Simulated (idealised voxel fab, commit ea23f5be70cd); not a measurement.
process module | voxel transistor to metal
cross-section cut | 195 nm wide | cells 5 nm
A cross-section is a grid of square cells, given in bands from the top down. A band is one or more rows of cells.
Each band's line starts with the height of the band's top and of its bottom, in nm. Then come its materials from left to right, each with its width in nm. One material with "throughout" fills the band from edge to edge. "air" is empty space.
Height 0 is the level under which the wafer as received is all one material. The lowest band goes on downwards, as in "0 down".
A width such as "30 to 40" changes by the same amount from each row of cells to the next, from the band's top row to its bottom row.
"no change" after a step means that no cell of the cross-section changed.
closed voids: empty space of 8 cells or more with no open way to the top, each as width x height at its distance from the left edge, in nm
after a step's settings: what the simulator itself notes on the step
overlay nm, on a step with a mask: how far to the right of its planned place the mask lay; to the left if negative
plan
1 op RECEIVE | material Si
2 op CONFORMAL_DEP | material SiO2 | thk nm 5
3 op CONFORMAL_DEP | material SiN | thk nm 15
4 op PATTERN | tone cover | mask id ACTIVE | material resist | width nm 115 | thk nm 15 | overlay nm 0
5 op DIRECTIONAL_ETCH | etch materials SiN | depth nm 15
6 op DIRECTIONAL_ETCH | etch materials SiO2 | depth nm 5
7 op DIRECTIONAL_ETCH | etch materials Si | depth nm 35
8 op STRIP | etch materials resist
9 op OXIDIZE | depth nm 5
10 op FILL_DEP | material SiO2 | thk nm 5
11 op CMP | height nm 20
12 op SELECTIVE_ETCH | etch materials SiO2 | depth nm 10
13 op STRIP | etch materials SiN
14 op SELECTIVE_ETCH | etch materials SiO2 | depth nm 5
15 op OXIDIZE | depth nm 5
16 op DIRECTIONAL_DEP | material polySi | thk nm 30
17 op DIRECTIONAL_DEP | material SiCN | thk nm 15
18 op PATTERN | tone cover | mask id GATE | material resist | width nm 35 | thk nm 15 | overlay nm 0
19 op DIRECTIONAL_ETCH | etch materials SiCN | depth nm 25
20 op DIRECTIONAL_ETCH | etch materials polySi | depth nm 40
21 op STRIP | etch materials resist
22 op CONFORMAL_DEP | material SiN | thk nm 5
23 op DIRECTIONAL_ETCH | etch materials SiN | depth nm 5
24 op DIRECTIONAL_ETCH | etch materials SiO2 | depth nm 5
25 op DIRECTIONAL_ETCH | etch materials Si | depth nm 15
26 op EPI | material nSi | thk nm 20
27 op FILL_DEP | material SiO2 | thk nm 5
28 op CMP | height nm 30
29 op STRIP | etch materials polySi
30 op SELECTIVE_ETCH | etch materials SiO2 | depth nm 5
31 op CONFORMAL_DEP | material HfO2 | thk nm 5
32 op CONFORMAL_DEP | material TiN | thk nm 5
33 op FILL_DEP | material W | thk nm 10
34 op CMP | height nm 25
35 op DIRECTIONAL_DEP | material SiO2 | thk nm 15
36 op DIRECTIONAL_DEP | material aC | thk nm 15
37 op PATTERN | tone open | mask id CONTACT | material resist | width nm 15 | pitch nm 90 | thk nm 35 | overlay nm 0
38 op DIRECTIONAL_ETCH | etch materials aC | depth nm 15
39 op STRIP | etch materials resist
40 op DIRECTIONAL_ETCH | etch materials SiO2 | depth nm 40
41 op STRIP | etch materials aC
42 op CONFORMAL_DEP | material TiN | thk nm 5
43 op FILL_DEP | material W | thk nm 5
44 op CMP | height nm 40
45 op CONFORMAL_DEP | material SiCN | thk nm 5
46 op DIRECTIONAL_DEP | material SiO2 | thk nm 20
47 op PATTERN | tone open | mask id METAL_1 | material resist | width nm 15 | pitch nm 90 | thk nm 20 | overlay nm 0
48 op DIRECTIONAL_ETCH | etch materials SiO2 | depth nm 20
49 op DIRECTIONAL_ETCH | etch materials SiCN | depth nm 5
50 op STRIP | etch materials resist
51 op CONFORMAL_DEP | material TiN | thk nm 5
52 op FILL_DEP | material Cu | thk nm 10
53 op CMP | height nm 65
54 op EPI | material Ru | thk nm 5
55 op FILL_DEP | material SiCN | thk nm 5
56 op DIRECTIONAL_DEP | material SiO2 | thk nm 25
57 op PATTERN | tone open | mask id METAL_2 | material resist | width nm 15 | pitch nm 90 | thk nm 20 | overlay nm 0
58 op DIRECTIONAL_ETCH | etch materials SiO2 | depth nm 15
59 op STRIP | etch materials resist
60 op MASKED_ETCH | tone open | mask id METAL_2_HOLES | width nm 15 | pitch nm 90 | etch materials SiO2 | depth nm 10 | overlay nm 0
61 op MASKED_ETCH | tone open | mask id METAL_2_HOLES | width nm 15 | pitch nm 90 | etch materials SiCN | depth nm 5 | overlay nm 0
62 op CONFORMAL_DEP | material TiN | thk nm 5
63 op FILL_DEP | material Cu | thk nm 10
64 op CMP | height nm 100
65 op CONFORMAL_DEP | material SiN | thk nm 5
first wafer, as planned
as received, after step 1
  0 down: Si throughout
  closed voids: none
after step 2
  5 to 0: SiO2 throughout
  below 0: unchanged
after step 3
  20 to 5: SiN throughout
  below 5: unchanged
after step 4
  35 to 20: air 40 | resist 115 | air 40
  below 20: unchanged
after step 5
  35 to 20: air 40 | resist 115 | air 40
  20 to 5: air 40 | SiN 115 | air 40
  below 5: unchanged
after step 6
  35 to 20: air 40 | resist 115 | air 40
  20 to 5: air 40 | SiN 115 | air 40
  5 to 0: air 40 | SiO2 115 | air 40
  below 0: unchanged
after step 7
  35 to 20: air 40 | resist 115 | air 40
  20 to 5: air 40 | SiN 115 | air 40
  5 to 0: air 40 | SiO2 115 | air 40
  0 to -35: air 40 | Si 115 | air 40
  below -35: unchanged
after step 8
  20 to 5: air 40 | SiN 115 | air 40
  below 5: unchanged
after step 9
  20 to 5: air 40 | SiN 115 | air 40
  5 to 0: air 40 | SiO2 115 | air 40
  0 to -35: air 40 | SiO2 5 | Si 105 | SiO2 5 | air 40
  -35 to -40: SiO2 45 | Si 105 | SiO2 45
  below -40: unchanged
after step 10
  25 to 20: SiO2 throughout
  20 to 5: SiO2 40 | SiN 115 | SiO2 40
  5 to 0: SiO2 throughout
  0 to -40: SiO2 45 | Si 105 | SiO2 45
  below -40: unchanged
after step 11
  20 to 5: SiO2 40 | SiN 115 | SiO2 40
  below 5: unchanged
after step 12
  20 to 10: air 40 | SiN 115 | air 40
  below 10: unchanged
after step 13
  10 to 5: SiO2 40 | air 115 | SiO2 40
  below 5: unchanged
after step 14
  5 to 0: SiO2 35 | air 125 | SiO2 35
  below 0: unchanged
after step 15
  5 to 0: SiO2 35 | air 125 | SiO2 35
  0 to -5: SiO2 throughout
  below -5: unchanged
after step 16
  35 to 30: polySi 35 | air 125 | polySi 35
  30 to 5: polySi throughout
  5 to 0: SiO2 35 | polySi 125 | SiO2 35
  below 0: unchanged
after step 17
  50 to 45: SiCN 35 | air 125 | SiCN 35
  45 to 35: SiCN throughout
  35 to 30: polySi 35 | SiCN 125 | polySi 35
  below 30: unchanged
after step 18
  65 to 50: air 80 | resist 35 | air 80
  50 to 45: SiCN 35 | air 45 | resist 35 | air 45 | SiCN 35
  below 45: unchanged
after step 19
  65 to 45: air 80 | resist 35 | air 80
  45 to 35: air 80 | SiCN 35 | air 80
  35 to 30: polySi 35 | air 45 | SiCN 35 | air 45 | polySi 35
  below 30: unchanged
after step 20
  65 to 45: air 80 | resist 35 | air 80
  45 to 30: air 80 | SiCN 35 | air 80
  30 to 5: air 80 | polySi 35 | air 80
  5 to 0: SiO2 35 | air 45 | polySi 35 | air 45 | SiO2 35
  below 0: unchanged
after step 21
  45 to 30: air 80 | SiCN 35 | air 80
  below 30: unchanged
after step 22
  50 to 45: air 75 | SiN 45 | air 75
  45 to 30: air 75 | SiN 5 | SiCN 35 | SiN 5 | air 75
  30 to 10: air 75 | SiN 5 | polySi 35 | SiN 5 | air 75
  10 to 5: SiN 40 | air 35 | SiN 5 | polySi 35 | SiN 5 | air 35 | SiN 40
  5 to 0: SiO2 35 | SiN 45 | polySi 35 | SiN 45 | SiO2 35
  below 0: unchanged
after step 23
  45 to 30: air 75 | SiN 5 | SiCN 35 | SiN 5 | air 75
  30 to 5: air 75 | SiN 5 | polySi 35 | SiN 5 | air 75
  5 to 0: SiO2 35 | SiN 5 | air 35 | SiN 5 | polySi 35 | SiN 5 | air 35 | SiN 5 | SiO2 35
  below 0: unchanged
after step 24
  45 to 30: air 75 | SiN 5 | SiCN 35 | SiN 5 | air 75
  30 to 5: air 75 | SiN 5 | polySi 35 | SiN 5 | air 75
  5 to 0: air 35 | SiN 5 | air 35 | SiN 5 | polySi 35 | SiN 5 | air 35 | SiN 5 | air 35
  0 to -5: SiO2 40 | air 35 | SiO2 45 | air 35 | SiO2 40
  below -5: unchanged
after step 25
  45 to 30: air 75 | SiN 5 | SiCN 35 | SiN 5 | air 75
  30 to 5: air 75 | SiN 5 | polySi 35 | SiN 5 | air 75
  5 to 0: air 35 | SiN 5 | air 35 | SiN 5 | polySi 35 | SiN 5 | air 35 | SiN 5 | air 35
  0 to -5: SiO2 40 | air 35 | SiO2 45 | air 35 | SiO2 40
  -5 to -20: SiO2 45 | air 30 | Si 45 | air 30 | SiO2 45
  below -20: unchanged
after step 26
  45 to 30: air 75 | SiN 5 | SiCN 35 | SiN 5 | air 75
  30 to 15: air 75 | SiN 5 | polySi 35 | SiN 5 | air 75
  15 to 5: air 55 | nSi 20 | SiN 5 | polySi 35 | SiN 5 | nSi 20 | air 55
  5 to 0: air 35 | SiN 5 | air 15 | nSi 20 | SiN 5 | polySi 35 | SiN 5 | nSi 20 | air 15 | SiN 5 | air 35
  0 to -5: SiO2 40 | nSi 35 | SiO2 45 | nSi 35 | SiO2 40
  -5 to -20: SiO2 45 | nSi 30 | Si 45 | nSi 30 | SiO2 45
  below -20: unchanged
after step 27
  50 to 45: SiO2 throughout
  45 to 30: SiO2 75 | SiN 5 | SiCN 35 | SiN 5 | SiO2 75
  30 to 15: SiO2 75 | SiN 5 | polySi 35 | SiN 5 | SiO2 75
  15 to 5: SiO2 55 | nSi 20 | SiN 5 | polySi 35 | SiN 5 | nSi 20 | SiO2 55
  5 to 0: SiO2 35 | SiN 5 | SiO2 15 | nSi 20 | SiN 5 | polySi 35 | SiN 5 | nSi 20 | SiO2 15 | SiN 5 | SiO2 35
  below 0: unchanged
after step 28
  30 to 15: SiO2 75 | SiN 5 | polySi 35 | SiN 5 | SiO2 75
  below 15: unchanged
after step 29
  30 to 15: SiO2 75 | SiN 5 | air 35 | SiN 5 | SiO2 75
  15 to 5: SiO2 55 | nSi 20 | SiN 5 | air 35 | SiN 5 | nSi 20 | SiO2 55
  5 to 0: SiO2 35 | SiN 5 | SiO2 15 | nSi 20 | SiN 5 | air 35 | SiN 5 | nSi 20 | SiO2 15 | SiN 5 | SiO2 35
  below 0: unchanged
after step 30
  30 to 25: air 75 | SiN 5 | air 35 | SiN 5 | air 75
  25 to 15: SiO2 75 | SiN 5 | air 35 | SiN 5 | SiO2 75
  15 to 5: SiO2 55 | nSi 20 | SiN 5 | air 35 | SiN 5 | nSi 20 | SiO2 55
  5 to 0: SiO2 35 | SiN 5 | SiO2 15 | nSi 20 | SiN 5 | air 35 | SiN 5 | nSi 20 | SiO2 15 | SiN 5 | SiO2 35
  0 to -5: SiO2 40 | nSi 35 | air 45 | nSi 35 | SiO2 40
  below -5: unchanged
after step 31
  35 to 30: air 70 | HfO2 15 | air 25 | HfO2 15 | air 70
  30 to 25: HfO2 75 | SiN 5 | HfO2 5 | air 25 | HfO2 5 | SiN 5 | HfO2 75
  25 to 15: SiO2 75 | SiN 5 | HfO2 5 | air 25 | HfO2 5 | SiN 5 | SiO2 75
  15 to 5: SiO2 55 | nSi 20 | SiN 5 | HfO2 5 | air 25 | HfO2 5 | SiN 5 | nSi 20 | SiO2 55
  5 to 0: SiO2 35 | SiN 5 | SiO2 15 | nSi 20 | SiN 5 | HfO2 5 | air 25 | HfO2 5 | SiN 5 | nSi 20 | SiO2 15 | SiN 5 | SiO2 35
  0 to -5: SiO2 40 | nSi 35 | HfO2 45 | nSi 35 | SiO2 40
  below -5: unchanged
after step 32
  40 to 35: air 65 | TiN 25 | air 15 | TiN 25 | air 65
  35 to 30: TiN 70 | HfO2 15 | TiN 5 | air 15 | TiN 5 | HfO2 15 | TiN 70
  30 to 25: HfO2 75 | SiN 5 | HfO2 5 | TiN 5 | air 15 | TiN 5 | HfO2 5 | SiN 5 | HfO2 75
  25 to 15: SiO2 75 | SiN 5 | HfO2 5 | TiN 5 | air 15 | TiN 5 | HfO2 5 | SiN 5 | SiO2 75
  15 to 5: SiO2 55 | nSi 20 | SiN 5 | HfO2 5 | TiN 5 | air 15 | TiN 5 | HfO2 5 | SiN 5 | nSi 20 | SiO2 55
  5 to 0: SiO2 35 | SiN 5 | SiO2 15 | nSi 20 | SiN 5 | HfO2 5 | TiN 25 | HfO2 5 | SiN 5 | nSi 20 | SiO2 15 | SiN 5 | SiO2 35
  below 0: unchanged
after step 33
  50 to 40: W throughout
  40 to 35: W 65 | TiN 25 | W 15 | TiN 25 | W 65
  35 to 30: TiN 70 | HfO2 15 | TiN 5 | W 15 | TiN 5 | HfO2 15 | TiN 70
  30 to 25: HfO2 75 | SiN 5 | HfO2 5 | TiN 5 | W 15 | TiN 5 | HfO2 5 | SiN 5 | HfO2 75
  25 to 15: SiO2 75 | SiN 5 | HfO2 5 | TiN 5 | W 15 | TiN 5 | HfO2 5 | SiN 5 | SiO2 75
  15 to 5: SiO2 55 | nSi 20 | SiN 5 | HfO2 5 | TiN 5 | W 15 | TiN 5 | HfO2 5 | SiN 5 | nSi 20 | SiO2 55
  below 5: unchanged
after step 34
  25 to 15: SiO2 75 | SiN 5 | HfO2 5 | TiN 5 | W 15 | TiN 5 | HfO2 5 | SiN 5 | SiO2 75
  below 15: unchanged
after step 35
  40 to 25: SiO2 throughout
  below 25: unchanged
after step 36
  55 to 40: aC throughout
  below 40: unchanged
after step 37
  90 to 55: resist 45 | air 15 | resist 75 | air 15 | resist 45
  below 55: unchanged
after step 38
  75 to 55: resist 45 | air 15 | resist 75 | air 15 | resist 45
  55 to 40: aC 45 | air 15 | aC 75 | air 15 | aC 45
  below 40: unchanged
after step 39
  55 to 40: aC 45 | air 15 | aC 75 | air 15 | aC 45
  below 40: unchanged
after step 40
  55 to 40: aC 45 | air 15 | aC 75 | air 15 | aC 45
  40 to 25: SiO2 45 | air 15 | SiO2 75 | air 15 | SiO2 45
  25 to 15: SiO2 45 | air 15 | SiO2 15 | SiN 5 | HfO2 5 | TiN 5 | W 15 | TiN 5 | HfO2 5 | SiN 5 | SiO2 15 | air 15 | SiO2 45
  15 to 5: SiO2 45 | air 10 | nSi 20 | SiN 5 | HfO2 5 | TiN 5 | W 15 | TiN 5 | HfO2 5 | SiN 5 | nSi 20 | air 10 | SiO2 45
  5 to 0: SiO2 35 | SiN 5 | SiO2 5 | air 10 | nSi 20 | SiN 5 | HfO2 5 | TiN 25 | HfO2 5 | SiN 5 | nSi 20 | air 10 | SiO2 5 | SiN 5 | SiO2 35
  below 0: unchanged
after step 41
  40 to 25: SiO2 45 | air 15 | SiO2 75 | air 15 | SiO2 45
  below 25: unchanged
after step 42
  45 to 40: TiN 50 | air 5 | TiN 85 | air 5 | TiN 50
  40 to 25: SiO2 45 | TiN 5 | air 5 | TiN 5 | SiO2 75 | TiN 5 | air 5 | TiN 5 | SiO2 45
  25 to 20: SiO2 45 | TiN 5 | air 5 | TiN 5 | SiO2 15 | SiN 5 | HfO2 5 | TiN 5 | W 15 | TiN 5 | HfO2 5 | SiN 5 | SiO2 15 | TiN 5 | air 5 | TiN 5 | SiO2 45
  20 to 15: SiO2 45 | TiN 15 | SiO2 15 | SiN 5 | HfO2 5 | TiN 5 | W 15 | TiN 5 | HfO2 5 | SiN 5 | SiO2 15 | TiN 15 | SiO2 45
  15 to 5: SiO2 45 | TiN 10 | nSi 20 | SiN 5 | HfO2 5 | TiN 5 | W 15 | TiN 5 | HfO2 5 | SiN 5 | nSi 20 | TiN 10 | SiO2 45
  5 to 0: SiO2 35 | SiN 5 | SiO2 5 | TiN 10 | nSi 20 | SiN 5 | HfO2 5 | TiN 25 | HfO2 5 | SiN 5 | nSi 20 | TiN 10 | SiO2 5 | SiN 5 | SiO2 35
  below 0: unchanged
after step 43
  50 to 45: W throughout
  45 to 40: TiN 50 | W 5 | TiN 85 | W 5 | TiN 50
  40 to 25: SiO2 45 | TiN 5 | W 5 | TiN 5 | SiO2 75 | TiN 5 | W 5 | TiN 5 | SiO2 45
  25 to 20: SiO2 45 | TiN 5 | W 5 | TiN 5 | SiO2 15 | SiN 5 | HfO2 5 | TiN 5 | W 15 | TiN 5 | HfO2 5 | SiN 5 | SiO2 15 | TiN 5 | W 5 | TiN 5 | SiO2 45
  below 20: unchanged
after step 44
  40 to 25: SiO2 45 | TiN 5 | W 5 | TiN 5 | SiO2 75 | TiN 5 | W 5 | TiN 5 | SiO2 45
  below 25: unchanged
after step 45
  45 to 40: SiCN throughout
  below 40: unchanged
after step 46
  65 to 45: SiO2 throughout
  below 45: unchanged
after step 47
  85 to 65: resist 45 | air 15 | resist 75 | air 15 | resist 45
  below 65: unchanged
after step 48
  85 to 65: resist 45 | air 15 | resist 75 | air 15 | resist 45
  65 to 45: SiO2 45 | air 15 | SiO2 75 | air 15 | SiO2 45
  below 45: unchanged
after step 49
  85 to 65: resist 45 | air 15 | resist 75 | air 15 | resist 45
  65 to 45: SiO2 45 | air 15 | SiO2 75 | air 15 | SiO2 45
  45 to 40: SiCN 45 | air 15 | SiCN 75 | air 15 | SiCN 45
  below 40: unchanged
after step 50
  65 to 45: SiO2 45 | air 15 | SiO2 75 | air 15 | SiO2 45
  below 45: unchanged
after step 51
  70 to 65: TiN 50 | air 5 | TiN 85 | air 5 | TiN 50
  65 to 45: SiO2 45 | TiN 5 | air 5 | TiN 5 | SiO2 75 | TiN 5 | air 5 | TiN 5 | SiO2 45
  45 to 40: SiCN 45 | TiN 15 | SiCN 75 | TiN 15 | SiCN 45
  below 40: unchanged
after step 52
  80 to 70: Cu throughout
  70 to 65: TiN 50 | Cu 5 | TiN 85 | Cu 5 | TiN 50
  65 to 45: SiO2 45 | TiN 5 | Cu 5 | TiN 5 | SiO2 75 | TiN 5 | Cu 5 | TiN 5 | SiO2 45
  below 45: unchanged
after step 53
  65 to 45: SiO2 45 | TiN 5 | Cu 5 | TiN 5 | SiO2 75 | TiN 5 | Cu 5 | TiN 5 | SiO2 45
  below 45: unchanged
after step 54
  70 to 65: air 40 | Ru 25 | air 65 | Ru 25 | air 40
  below 65: unchanged
after step 55
  75 to 70: SiCN throughout
  70 to 65: SiCN 40 | Ru 25 | SiCN 65 | Ru 25 | SiCN 40
  below 65: unchanged
after step 56
  100 to 75: SiO2 throughout
  below 75: unchanged
after step 57
  120 to 100: resist 45 | air 15 | resist 75 | air 15 | resist 45
  below 100: unchanged
after step 58
  120 to 100: resist 45 | air 15 | resist 75 | air 15 | resist 45
  100 to 85: SiO2 45 | air 15 | SiO2 75 | air 15 | SiO2 45
  below 85: unchanged
after step 59
  100 to 85: SiO2 45 | air 15 | SiO2 75 | air 15 | SiO2 45
  below 85: unchanged
after step 60
  100 to 75: SiO2 45 | air 15 | SiO2 75 | air 15 | SiO2 45
  below 75: unchanged
after step 61
  100 to 75: SiO2 45 | air 15 | SiO2 75 | air 15 | SiO2 45
  75 to 70: SiCN 45 | air 15 | SiCN 75 | air 15 | SiCN 45
  below 70: unchanged
after step 62
  105 to 100: TiN 50 | air 5 | TiN 85 | air 5 | TiN 50
  100 to 75: SiO2 45 | TiN 5 | air 5 | TiN 5 | SiO2 75 | TiN 5 | air 5 | TiN 5 | SiO2 45
  75 to 70: SiCN 45 | TiN 15 | SiCN 75 | TiN 15 | SiCN 45
  below 70: unchanged
after step 63
  115 to 105: Cu throughout
  105 to 100: TiN 50 | Cu 5 | TiN 85 | Cu 5 | TiN 50
  100 to 75: SiO2 45 | TiN 5 | Cu 5 | TiN 5 | SiO2 75 | TiN 5 | Cu 5 | TiN 5 | SiO2 45
  below 75: unchanged
after step 64
  100 to 75: SiO2 45 | TiN 5 | Cu 5 | TiN 5 | SiO2 75 | TiN 5 | Cu 5 | TiN 5 | SiO2 45
  below 75: unchanged
after step 65
  105 to 100: SiN throughout
  below 100: unchanged
second wafer: like start, like plan, one mistake. Through step 30 it matches the first wafer
when step 31 should have ended
  45 to 40: air 60 | HfO2 35 | air 5 | HfO2 35 | air 60
  40 to 30: HfO2 95 | air 5 | HfO2 95
  30 to 25: HfO2 75 | SiN 5 | HfO2 15 | air 5 | HfO2 15 | SiN 5 | HfO2 75
  25 to 15: SiO2 75 | SiN 5 | HfO2 15 | air 5 | HfO2 15 | SiN 5 | SiO2 75
  15 to 10: SiO2 55 | nSi 20 | SiN 5 | HfO2 15 | air 5 | HfO2 15 | SiN 5 | nSi 20 | SiO2 55
  10 to 5: SiO2 55 | nSi 20 | SiN 5 | HfO2 35 | SiN 5 | nSi 20 | SiO2 55
  5 to 0: SiO2 35 | SiN 5 | SiO2 15 | nSi 20 | SiN 5 | HfO2 35 | SiN 5 | nSi 20 | SiO2 15 | SiN 5 | SiO2 35
  0 to -5: SiO2 40 | nSi 35 | HfO2 45 | nSi 35 | SiO2 40
  below -5: unchanged
when step 32 should have ended
  50 to 45: air 55 | TiN 85 | air 55
  45 to 40: TiN 60 | HfO2 35 | TiN 5 | HfO2 35 | TiN 60
  40 to 30: HfO2 95 | TiN 5 | HfO2 95
  30 to 25: HfO2 75 | SiN 5 | HfO2 15 | TiN 5 | HfO2 15 | SiN 5 | HfO2 75
  25 to 15: SiO2 75 | SiN 5 | HfO2 15 | TiN 5 | HfO2 15 | SiN 5 | SiO2 75
  15 to 10: SiO2 55 | nSi 20 | SiN 5 | HfO2 15 | TiN 5 | HfO2 15 | SiN 5 | nSi 20 | SiO2 55
  below 10: unchanged
when step 33 should have ended
  60 to 50: W throughout
  50 to 45: W 55 | TiN 85 | W 55
  below 45: unchanged
when step 34 should have ended
  25 to 15: SiO2 75 | SiN 5 | HfO2 15 | TiN 5 | HfO2 15 | SiN 5 | SiO2 75
  below 15: unchanged
when step 35 should have ended
  40 to 25: SiO2 throughout
  below 25: unchanged
when step 36 should have ended
  55 to 40: aC throughout
  below 40: unchanged
when step 37 should have ended
  90 to 55: resist 45 | air 15 | resist 75 | air 15 | resist 45
  below 55: unchanged
when step 38 should have ended
  75 to 55: resist 45 | air 15 | resist 75 | air 15 | resist 45
  55 to 40: aC 45 | air 15 | aC 75 | air 15 | aC 45
  below 40: unchanged
when step 39 should have ended
  55 to 40: aC 45 | air 15 | aC 75 | air 15 | aC 45
  below 40: unchanged
when step 40 should have ended
  55 to 40: aC 45 | air 15 | aC 75 | air 15 | aC 45
  40 to 25: SiO2 45 | air 15 | SiO2 75 | air 15 | SiO2 45
  25 to 15: SiO2 45 | air 15 | SiO2 15 | SiN 5 | HfO2 15 | TiN 5 | HfO2 15 | SiN 5 | SiO2 15 | air 15 | SiO2 45
  15 to 10: SiO2 45 | air 10 | nSi 20 | SiN 5 | HfO2 15 | TiN 5 | HfO2 15 | SiN 5 | nSi 20 | air 10 | SiO2 45
  10 to 5: SiO2 45 | air 10 | nSi 20 | SiN 5 | HfO2 35 | SiN 5 | nSi 20 | air 10 | SiO2 45
  5 to 0: SiO2 35 | SiN 5 | SiO2 5 | air 10 | nSi 20 | SiN 5 | HfO2 35 | SiN 5 | nSi 20 | air 10 | SiO2 5 | SiN 5 | SiO2 35
  below 0: unchanged
when step 41 should have ended
  40 to 25: SiO2 45 | air 15 | SiO2 75 | air 15 | SiO2 45
  below 25: unchanged
when step 42 should have ended
  45 to 40: TiN 50 | air 5 | TiN 85 | air 5 | TiN 50
  40 to 25: SiO2 45 | TiN 5 | air 5 | TiN 5 | SiO2 75 | TiN 5 | air 5 | TiN 5 | SiO2 45
  25 to 20: SiO2 45 | TiN 5 | air 5 | TiN 5 | SiO2 15 | SiN 5 | HfO2 15 | TiN 5 | HfO2 15 | SiN 5 | SiO2 15 | TiN 5 | air 5 | TiN 5 | SiO2 45
  20 to 15: SiO2 45 | TiN 15 | SiO2 15 | SiN 5 | HfO2 15 | TiN 5 | HfO2 15 | SiN 5 | SiO2 15 | TiN 15 | SiO2 45
  15 to 10: SiO2 45 | TiN 10 | nSi 20 | SiN 5 | HfO2 15 | TiN 5 | HfO2 15 | SiN 5 | nSi 20 | TiN 10 | SiO2 45
  10 to 5: SiO2 45 | TiN 10 | nSi 20 | SiN 5 | HfO2 35 | SiN 5 | nSi 20 | TiN 10 | SiO2 45
  5 to 0: SiO2 35 | SiN 5 | SiO2 5 | TiN 10 | nSi 20 | SiN 5 | HfO2 35 | SiN 5 | nSi 20 | TiN 10 | SiO2 5 | SiN 5 | SiO2 35
  below 0: unchanged
when step 43 should have ended
  50 to 45: W throughout
  45 to 40: TiN 50 | W 5 | TiN 85 | W 5 | TiN 50
  40 to 25: SiO2 45 | TiN 5 | W 5 | TiN 5 | SiO2 75 | TiN 5 | W 5 | TiN 5 | SiO2 45
  25 to 20: SiO2 45 | TiN 5 | W 5 | TiN 5 | SiO2 15 | SiN 5 | HfO2 15 | TiN 5 | HfO2 15 | SiN 5 | SiO2 15 | TiN 5 | W 5 | TiN 5 | SiO2 45
  below 20: unchanged
when step 44 should have ended
  40 to 25: SiO2 45 | TiN 5 | W 5 | TiN 5 | SiO2 75 | TiN 5 | W 5 | TiN 5 | SiO2 45
  below 25: unchanged
when step 45 should have ended
  45 to 40: SiCN throughout
  below 40: unchanged
when step 46 should have ended
  65 to 45: SiO2 throughout
  below 45: unchanged
when step 47 should have ended
  85 to 65: resist 45 | air 15 | resist 75 | air 15 | resist 45
  below 65: unchanged
when step 48 should have ended
  85 to 65: resist 45 | air 15 | resist 75 | air 15 | resist 45
  65 to 45: SiO2 45 | air 15 | SiO2 75 | air 15 | SiO2 45
  below 45: unchanged
when step 49 should have ended
  85 to 65: resist 45 | air 15 | resist 75 | air 15 | resist 45
  65 to 45: SiO2 45 | air 15 | SiO2 75 | air 15 | SiO2 45
  45 to 40: SiCN 45 | air 15 | SiCN 75 | air 15 | SiCN 45
  below 40: unchanged
when step 50 should have ended
  65 to 45: SiO2 45 | air 15 | SiO2 75 | air 15 | SiO2 45
  below 45: unchanged
when step 51 should have ended
  70 to 65: TiN 50 | air 5 | TiN 85 | air 5 | TiN 50
  65 to 45: SiO2 45 | TiN 5 | air 5 | TiN 5 | SiO2 75 | TiN 5 | air 5 | TiN 5 | SiO2 45
  45 to 40: SiCN 45 | TiN 15 | SiCN 75 | TiN 15 | SiCN 45
  below 40: unchanged
when step 52 should have ended
  80 to 70: Cu throughout
  70 to 65: TiN 50 | Cu 5 | TiN 85 | Cu 5 | TiN 50
  65 to 45: SiO2 45 | TiN 5 | Cu 5 | TiN 5 | SiO2 75 | TiN 5 | Cu 5 | TiN 5 | SiO2 45
  below 45: unchanged
when step 53 should have ended
  65 to 45: SiO2 45 | TiN 5 | Cu 5 | TiN 5 | SiO2 75 | TiN 5 | Cu 5 | TiN 5 | SiO2 45
  below 45: unchanged
when step 54 should have ended
  70 to 65: air 40 | Ru 25 | air 65 | Ru 25 | air 40
  below 65: unchanged
when step 55 should have ended
  75 to 70: SiCN throughout
  70 to 65: SiCN 40 | Ru 25 | SiCN 65 | Ru 25 | SiCN 40
  below 65: unchanged
when step 56 should have ended
  100 to 75: SiO2 throughout
  below 75: unchanged
when step 57 should have ended
  120 to 100: resist 45 | air 15 | resist 75 | air 15 | resist 45
  below 100: unchanged
when step 58 should have ended
  120 to 100: resist 45 | air 15 | resist 75 | air 15 | resist 45
  100 to 85: SiO2 45 | air 15 | SiO2 75 | air 15 | SiO2 45
  below 85: unchanged
when step 59 should have ended
  100 to 85: SiO2 45 | air 15 | SiO2 75 | air 15 | SiO2 45
  below 85: unchanged
when step 60 should have ended
  100 to 75: SiO2 45 | air 15 | SiO2 75 | air 15 | SiO2 45
  below 75: unchanged
when step 61 should have ended
  100 to 75: SiO2 45 | air 15 | SiO2 75 | air 15 | SiO2 45
  75 to 70: SiCN 45 | air 15 | SiCN 75 | air 15 | SiCN 45
  below 70: unchanged
when step 62 should have ended
  105 to 100: TiN 50 | air 5 | TiN 85 | air 5 | TiN 50
  100 to 75: SiO2 45 | TiN 5 | air 5 | TiN 5 | SiO2 75 | TiN 5 | air 5 | TiN 5 | SiO2 45
  75 to 70: SiCN 45 | TiN 15 | SiCN 75 | TiN 15 | SiCN 45
  below 70: unchanged
when step 63 should have ended
  115 to 105: Cu throughout
  105 to 100: TiN 50 | Cu 5 | TiN 85 | Cu 5 | TiN 50
  100 to 75: SiO2 45 | TiN 5 | Cu 5 | TiN 5 | SiO2 75 | TiN 5 | Cu 5 | TiN 5 | SiO2 45
  below 75: unchanged
when step 64 should have ended
  100 to 75: SiO2 45 | TiN 5 | Cu 5 | TiN 5 | SiO2 75 | TiN 5 | Cu 5 | TiN 5 | SiO2 45
  below 75: unchanged
when step 65 should have ended
  105 to 100: SiN throughout
  below 100: unchanged
what went wrong: step 31 ran as: op CONFORMAL_DEP | material HfO2 | thk nm 15
at the end the second wafer has, in cells: 22 more of HfO2 | 10 fewer of TiN | 12 fewer of W
